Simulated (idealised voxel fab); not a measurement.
The following process module bears the name voxel released beams.
It is cross-section cut that appears here, measuring 250 nm in width, its square cells being 5 nm in size.
This document writes a cross-section as a grid whose cells are square, and gives it as bands, listed from the top down; one or more rows of cells form a band.
The entry gives the band's vertical extent as a top height and a bottom height in nm, then its horizontal make-up as materials from left to right, each with a width in nm. "blank" stands for empty space; a single material marked "throughout" fills the band edge to edge.
Ref level 0: as-received wafer is one material below here. Bottom band extends down with no lower bound ("top 0, no bottom").
It should be noted that a width expressed as "30->40" varies in equal increments from row to row of cells within the band, taking the value of the first number at the top row and that of the second number at the bottom row.
Take "no modification" at face value: in the step it is given for, the cross-section changed in none of its cells.
The entry "Closed internal voids" lists the empty spaces that cover at least 8 cells and have no open path to the top. Each is written as width x height at distance, where the distance is measured from the left edge and all three values are in nm.
Whatever follows a step's settings on its line is a remark the simulator itself makes about that step.
overlay nm: step with mask; distance mask lay right of planned place; negative value = left of planned place.
The process steps that were planned are listed below
1) op RECEIVE | material Si
2) op CONFORMAL_DEP | material SiN | thk nm 5
3) op DIRECTIONAL_DEP | material SiO2 | thk nm 10
4) op PATTERN | tone open | mask id ANCHOR | material resist | width nm 25 | thk nm 15 | overlay nm 0
5) op DIRECTIONAL_ETCH | etch materials SiO2 | depth nm 10
6) op STRIP | etch materials resist
7) op CONFORMAL_DEP | material W | thk nm 10
8) op DIRECTIONAL_DEP | material aC | thk nm 10
9) op PATTERN | tone cover | mask id BEAM | material resist | width nm 70 | thk nm 25 | overlay nm 0
10) op DIRECTIONAL_ETCH | etch materials aC | depth nm 10
11) op STRIP | etch materials resist
12) op DIRECTIONAL_ETCH | etch materials W | depth nm 10
13) op STRIP | etch materials aC
14) op STRIP | etch materials SiO2
First out of two wafers; run went to plan
Here's what the wafer looked like in cross-section when it arrived - that's after step 1
> top 0, no bottom = Si throughout
> Closed internal voids: none
Cross-section through the wafer, step 2 finished
> top 5, bottom 0 = SiN throughout
> Under the height 0 nothing was changed.
Cross-section through the wafer, step 3 finished
> top 15, bottom 5 = SiO2 throughout
> Under the height 5 nothing was changed.
Cross-section through the wafer, step 4 finished
> top 30, bottom 15 = resist 90 nm, then blank 25 nm, then resist 135 nm
> Under the height 15 nothing was changed.
Cross-section through the wafer, step 5 finished
> top 30, bottom 15 = resist 90 nm, then blank 25 nm, then resist 135 nm
> top 15, bottom 5 = SiO2 90 nm, then blank 25 nm, then SiO2 135 nm
> Under the height 5 nothing was changed.
Cross-section through the wafer, step 6 finished
> top 15, bottom 5 = SiO2 90 nm, then blank 25 nm, then SiO2 135 nm
> Under the height 5 nothing was changed.
Cross-section through the wafer, step 7 finished
> top 25, bottom 15 = W 100 nm, then blank 5 nm, then W 145 nm
> top 15, bottom 5 = SiO2 90 nm, then W 25 nm, then SiO2 135 nm
> Under the height 5 nothing was changed.
Cross-section through the wafer, step 8 finished
> top 35, bottom 25 = aC 100 nm, then blank 5 nm, then aC 145 nm
> top 25, bottom 15 = W 100 nm, then aC 5 nm, then W 145 nm
> Under the height 15 nothing was changed.
Cross-section through the wafer, step 9 finished
> top 60, bottom 35 = blank 85 nm, then resist 70 nm, then blank 95 nm
> top 35, bottom 25 = aC 100 nm, then resist 5 nm, then aC 145 nm
> Under the height 25 nothing was changed.
Cross-section through the wafer, step 10 finished
> top 50, bottom 35 = blank 85 nm, then resist 70 nm, then blank 95 nm
> top 35, bottom 25 = blank 85 nm, then aC 15 nm, then resist 5 nm, then aC 50 nm, then blank 95 nm
> Under the height 25 nothing was changed.
Cross-section through the wafer, step 11 finished
> top 35, bottom 25 = blank 85 nm, then aC 15 nm, then blank 5 nm, then aC 50 nm, then blank 95 nm
> Under the height 25 nothing was changed.
Cross-section through the wafer, step 12 finished
> top 35, bottom 25 = blank 85 nm, then aC 15 nm, then blank 5 nm, then aC 50 nm, then blank 95 nm
> top 25, bottom 15 = blank 85 nm, then W 15 nm, then aC 5 nm, then W 50 nm, then blank 95 nm
> Under the height 15 nothing was changed.
Cross-section through the wafer, step 13 finished
> top 25, bottom 15 = blank 85 nm, then W 15 nm, then blank 5 nm, then W 50 nm, then blank 95 nm
> Under the height 15 nothing was changed.
Cross-section through the wafer, step 14 finished
> top 25, bottom 15 = blank 85 nm, then W 15 nm, then blank 5 nm, then W 50 nm, then blank 95 nm
> top 15, bottom 5 = blank 90 nm, then W 25 nm, then blank 135 nm
> Under the height 5 nothing was changed.
It is to be noted that the second wafer proceeded from the same initial state and according to the same plan as the first, although one mistake was committed in its execution; through step 3, inclusive, the two wafers share an identical history
At the planned end of step 4, the second wafer in cross-section
> top 30, bottom 15 = blank 90 nm, then resist 25 nm, then blank 135 nm
> Under the height 15 nothing was changed.
At the planned end of step 5, the second wafer in cross-section
> top 30, bottom 15 = blank 90 nm, then resist 25 nm, then blank 135 nm
> top 15, bottom 5 = blank 90 nm, then SiO2 25 nm, then blank 135 nm
> Under the height 5 nothing was changed.
At the planned end of step 6, the second wafer in cross-section
> top 15, bottom 5 = blank 90 nm, then SiO2 25 nm, then blank 135 nm
> Under the height 5 nothing was changed.
At the planned end of step 7, the second wafer in cross-section
> top 25, bottom 15 = blank 80 nm, then W 45 nm, then blank 125 nm
> top 15, bottom 5 = W 90 nm, then SiO2 25 nm, then W 135 nm
> Under the height 5 nothing was changed.
At the planned end of step 8, the second wafer in cross-section
> top 35, bottom 25 = blank 80 nm, then aC 45 nm, then blank 125 nm
> top 25, bottom 15 = aC 80 nm, then W 45 nm, then aC 125 nm
> Under the height 15 nothing was changed.
At the planned end of step 9, the second wafer in cross-section
> top 60, bottom 35 = blank 85 nm, then resist 70 nm, then blank 95 nm
> top 35, bottom 25 = blank 80 nm, then aC 45 nm, then resist 30 nm, then blank 95 nm
> Under the height 25 nothing was changed.
At the planned end of step 10, the second wafer in cross-section
> top 50, bottom 35 = blank 85 nm, then resist 70 nm, then blank 95 nm
> top 35, bottom 25 = blank 85 nm, then aC 40 nm, then resist 30 nm, then blank 95 nm
> top 25, bottom 15 = blank 80 nm, then W 45 nm, then aC 30 nm, then blank 95 nm
> Under the height 15 nothing was changed.
At the planned end of step 11, the second wafer in cross-section
> top 35, bottom 25 = blank 85 nm, then aC 40 nm, then blank 125 nm
> Under the height 25 nothing was changed.
At the planned end of step 12, the second wafer in cross-section
> top 35, bottom 25 = blank 85 nm, then aC 40 nm, then blank 125 nm
> top 25, bottom 15 = blank 85 nm, then W 40 nm, then aC 30 nm, then blank 95 nm
> top 15, bottom 5 = blank 80 nm, then W 10 nm, then SiO2 25 nm, then W 40 nm, then blank 95 nm
> Under the height 5 nothing was changed.
At the planned end of step 13, the second wafer in cross-section
> top 25, bottom 15 = blank 85 nm, then W 40 nm, then blank 125 nm
> Under the height 15 nothing was changed.
At the planned end of step 14, the second wafer in cross-section: no modification
Finding, execution versus plan: it should be noted that step 4 was executed with settings other than those planned, the operation and settings actually applied being op PATTERN | tone cover | mask id ANCHOR | material resist | width nm 25 | thk nm 15 | overlay nm 0
Final cells, second wafer relative to first, materials higher or lower: +10 SiO2
